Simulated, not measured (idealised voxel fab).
The following process module bears the name voxel capacitor over wiring.
Displayed cross-section: cut, width of 190 nm, square cells sized 5 nm.
A cross-section in this document is a grid of square cells, and it is written down as bands, the top band listed before the ones below it; a band is made up of one or more rows of cells.
For a band, the entry starts with two heights in nm, that of the top and then that of the bottom, and carries on with the band's materials in order from left to right, each alongside its width in nm; the word "edge to edge" beside a single material means it fills the band edge to edge, and "air" means empty space.
Note: height 0 marks the level under which the wafer is uniformly one material as received. Lowest band unbounded below, written "from 0 down".
Per-row width for "30..40": begins at first number (top row of band), ends at second number (bottom row), increment between rows held constant.
Any step labelled "nothing altered" changed none of the cells in the cross-section.
The entry "Catalogued sealed voids" lists the empty spaces that cover at least 8 cells and have no open path to the top. Each is written as width x height at distance, where the distance is measured from the left edge and all three values are in nm.
Note: text after step settings on the step line = simulator remark on that step.
Regarding "overlay nm": on a step with a mask, it is the distance the mask lay to the right of its planned place; a negative value places it to the left.

The planned process steps are enumerated hereunder:
| 1 | RECEIVE, material Si |
| 2 | CONFORMAL_DEP, material SiO2, thk nm 15 |
| 3 | CONFORMAL_DEP, material SiCN, thk nm 5 |
| 4 | DIRECTIONAL_DEP, material lowk, thk nm 20 |
| 5 | PATTERN, tone open, mask id METAL_1, material resist, width nm 30, pitch nm 95, thk nm 15, overlay nm 0 |
| 6 | DIRECTIONAL_ETCH, etch materials lowk, depth nm 20 |
| 7 | DIRECTIONAL_ETCH, etch materials SiCN, depth nm 5 |
| 8 | STRIP, etch materials resist |
| 9 | CONFORMAL_DEP, material TiN, thk nm 5 |
| 10 | FILL_DEP, material Ru, thk nm 5 |
| 11 | CMP, height nm 40 |
| 12 | EPI, material Ru, thk nm 5 |
| 13 | FILL_DEP, material SiCN, thk nm 5 |
| 14 | DIRECTIONAL_DEP, material SiO2, thk nm 10 |
| 15 | PATTERN, tone open, mask id PLUG_1, material resist, width nm 15, thk nm 15, overlay nm 0 |
| 16 | DIRECTIONAL_ETCH, etch materials SiO2, depth nm 10 |
| 17 | DIRECTIONAL_ETCH, etch materials SiCN, depth nm 5 |
| 18 | STRIP, etch materials resist |
| 19 | EPI, material Ru, thk nm 10 |
| 20 | EPI, material Ru, thk nm 5 |
| 21 | DIRECTIONAL_DEP, material TiN, thk nm 10 |
| 22 | DIRECTIONAL_DEP, material HfO2, thk nm 5 |
| 23 | DIRECTIONAL_DEP, material TiN, thk nm 5 |
| 24 | PATTERN, tone cover, mask id UPPER_PLATE, material resist, width nm 70, thk nm 15, overlay nm 0 |
| 25 | DIRECTIONAL_ETCH, etch materials TiN, depth nm 5 |
| 26 | DIRECTIONAL_ETCH, etch materials HfO2, depth nm 5 |
| 27 | STRIP, etch materials resist |
| 28 | MASKED_ETCH, tone cover, mask id LOWER_PLATE, width nm 80, etch materials TiN, depth nm 10, overlay nm 0 |
| 29 | FILL_DEP, material SiO2, thk nm 15 |
| 30 | CMP, height nm 90 |
| 31 | DIRECTIONAL_DEP, material aC, thk nm 15 |
| 32 | PATTERN, tone open, mask id PLUG_2, material resist, width nm 15, thk nm 35, overlay nm 0 |
| 33 | DIRECTIONAL_ETCH, etch materials aC, depth nm 15 |
| 34 | STRIP, etch materials resist |
| 35 | DIRECTIONAL_ETCH, etch materials SiO2, depth nm 10 |
| 36 | STRIP, etch materials aC |
| 37 | CONFORMAL_DEP, material TiN, thk nm 5 |
| 38 | FILL_DEP, material Ru, thk nm 5 |
| 39 | CMP, height nm 90 |
| 40 | CONFORMAL_DEP, material SiCN, thk nm 5 |

as received, after step 1:
    from 0 down: Si edge to edge
    Catalogued sealed voids: none

First wafer of two, sectioned at end of module; run went per plan:
    from 95 to 90: SiCN edge to edge
    from 90 to 85: SiO2: 55 | TiN: 5 | Ru: 5 | TiN: 5 | SiO2: 120
    from 85 to 75: SiO2: 55..45 | TiN: 15..70 | SiO2: 120..75
    from 75 to 70: SiO2: 45 | HfO2: 70 | SiO2: 75
    from 70 to 60: SiO2: 40 | TiN: 80 | SiO2: 70
    from 60 to 50: SiO2: 45 | Ru: 15 | SiO2: 130
    from 50 to 45: SiCN: 45 | Ru: 15 | SiCN: 130
    from 45 to 40: SiCN: 25 | Ru: 40 | SiCN: 55 | Ru: 40 | SiCN: 30
    from 40 to 20: lowk: 30 | TiN: 5 | Ru: 20 | TiN: 5 | lowk: 65 | TiN: 5 | Ru: 20 | TiN: 5 | lowk: 35
    from 20 to 15: SiCN: 30 | TiN: 30 | SiCN: 65 | TiN: 30 | SiCN: 35
    from 15 to 0: SiO2 edge to edge
    from 0 down: Si edge to edge
    Catalogued sealed voids: none

What the second wafer looks like in cross-section once the module is done. Its start and its plan matched the first wafer's exactly; what differed was one mistake in how it was run:
    from 95 to 90: SiCN edge to edge
    from 90 to 85: Ru: 50 | TiN: 5 | SiO2: 15 | TiN: 5 | Ru: 115
    from 85 to 80: TiN: 55 | SiO2: 15 | TiN: 120
    from 80 to 75: SiO2: 45 | TiN: 70 | SiO2: 75
    from 75 to 70: SiO2: 45 | HfO2: 70 | SiO2: 75
    from 70 to 60: SiO2: 40 | TiN: 80 | SiO2: 70
    from 60 to 50: SiO2: 45 | Ru: 15 | SiO2: 130
    from 50 to 45: SiCN: 45 | Ru: 15 | SiCN: 130
    from 45 to 40: SiCN: 25 | Ru: 40 | SiCN: 55 | Ru: 40 | SiCN: 30
    from 40 to 20: lowk: 30 | TiN: 5 | Ru: 20 | TiN: 5 | lowk: 65 | TiN: 5 | Ru: 20 | TiN: 5 | lowk: 35
    from 20 to 15: SiCN: 30 | TiN: 30 | SiCN: 65 | TiN: 30 | SiCN: 35
    from 15 to 0: SiO2 edge to edge
    from 0 down: Si edge to edge
    Catalogued sealed voids: none
Heads up, the wafer didn't run the way we planned it: heads up, step 32 didn't go per plan, it actually ran as PATTERN, tone cover, mask id PLUG_2, material resist, width nm 15, thk nm 35, overlay nm 0
Upon completion, the second wafer contains, in terms of cells, a greater or smaller amount of certain materials than the first wafer: +32 Ru, -64 SiO2, +32 TiN
